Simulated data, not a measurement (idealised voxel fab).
The document below concerns the process module designated voxel ribs on slabs.
It is cross-section cut that appears here, measuring 265 nm in width, its square cells being 5 nm in size.
We lay out every cross-section as a grid of square cells and spell it out in bands from the top down, where one band means one or more rows of cells. Basically the band line says how high the top is and how high the bottom is, in nm, and then what's in it from left to right, every material with its width in nm. Empty space shows up as "blank", and if a single material carries "throughout" it runs the full band edge to edge. Heights are measured from 0, the level below which the as-received wafer is all one material; the lowest band has no bottom and continues downward, written as in "top 0, no bottom". Width "30->40": first value at the band's top row of cells, second value at its bottom row, equal change from row to row. Step marked "no alterations made"? Then no cell in the cross-section changed in it. For the entry "Sealed internal voids", the listed items are empty spaces with no open way to the top whose size is 8 cells or more; each item follows the pattern width x height at distance, where distance is from the left edge and all three are in nm. Post-settings text on a step line: simulator's own remark regarding the step. A step's line can hold "overlay nm"; with a mask on that step, the setting says how far right of the planned place the mask lay, while a negative setting says it lay to the left.

HERE'S WHAT THE PLANNED PROCESS STEPS LOOK LIKE
| 1 | RECEIVE: material Si |
| 2 | DIRECTIONAL_DEP: material SiO2, thk nm 30 |
| 3 | DIRECTIONAL_DEP: material polySi, thk nm 20 |
| 4 | DIRECTIONAL_DEP: material aC, thk nm 10 |
| 5 | PATTERN: tone cover, mask id RIB, material resist, width nm 25, thk nm 25, overlay nm 0 |
| 6 | DIRECTIONAL_ETCH: etch materials aC, depth nm 10 |
| 7 | STRIP: etch materials resist |
| 8 | DIRECTIONAL_ETCH: etch materials polySi, depth nm 10 |
| 9 | STRIP: etch materials aC |
| 10 | MASKED_ETCH: tone cover, mask id SLAB, width nm 85, etch materials polySi, depth nm 10, overlay nm 0 |
| 11 | FILL_DEP: material SiO2, thk nm 30 |
| 12 | CMP: height nm 70 |
| 13 | DIRECTIONAL_DEP: material TiN, thk nm 5 |
| 14 | DIRECTIONAL_DEP: material aC, thk nm 10 |
| 15 | PATTERN: tone cover, mask id HEATER, material resist, width nm 35, thk nm 30, overlay nm 0 |
| 16 | DIRECTIONAL_ETCH: etch materials aC, depth nm 10 |
| 17 | STRIP: etch materials resist |
| 18 | DIRECTIONAL_ETCH: etch materials TiN, depth nm 5 |
| 19 | STRIP: etch materials aC |
| 20 | CONFORMAL_DEP: material SiN, thk nm 5 |

DELIVERED WAFER IN CROSS-SECTION: STATE AFTER STEP 1
> top 0, no bottom = Si throughout
> Sealed internal voids: none

FIGURE: CROSS-SECTIONAL VIEW OF THE WAFER UPON COMPLETION OF THE MODULE, PROCESSED FROM THE INITIAL STATE AND ACCORDING TO THE PLAN DEPICTED ABOVE, WITH ONE ERROR INTRODUCED DURING EXECUTION
> top 80, bottom 75 = 110 blank  45 SiN  110 blank
> top 75, bottom 70 = 115 SiN  35 TiN  115 SiN
> top 70, bottom 60 = 120 SiO2  25 polySi  120 SiO2
> top 60, bottom 50 = 90 SiO2  85 polySi  90 SiO2
> top 50, bottom 30 = polySi throughout
> top 30, bottom 0 = SiO2 throughout
> top 0, no bottom = Si throughout
> Sealed internal voids: none
Plan not followed: the plan had its step 3 run twice
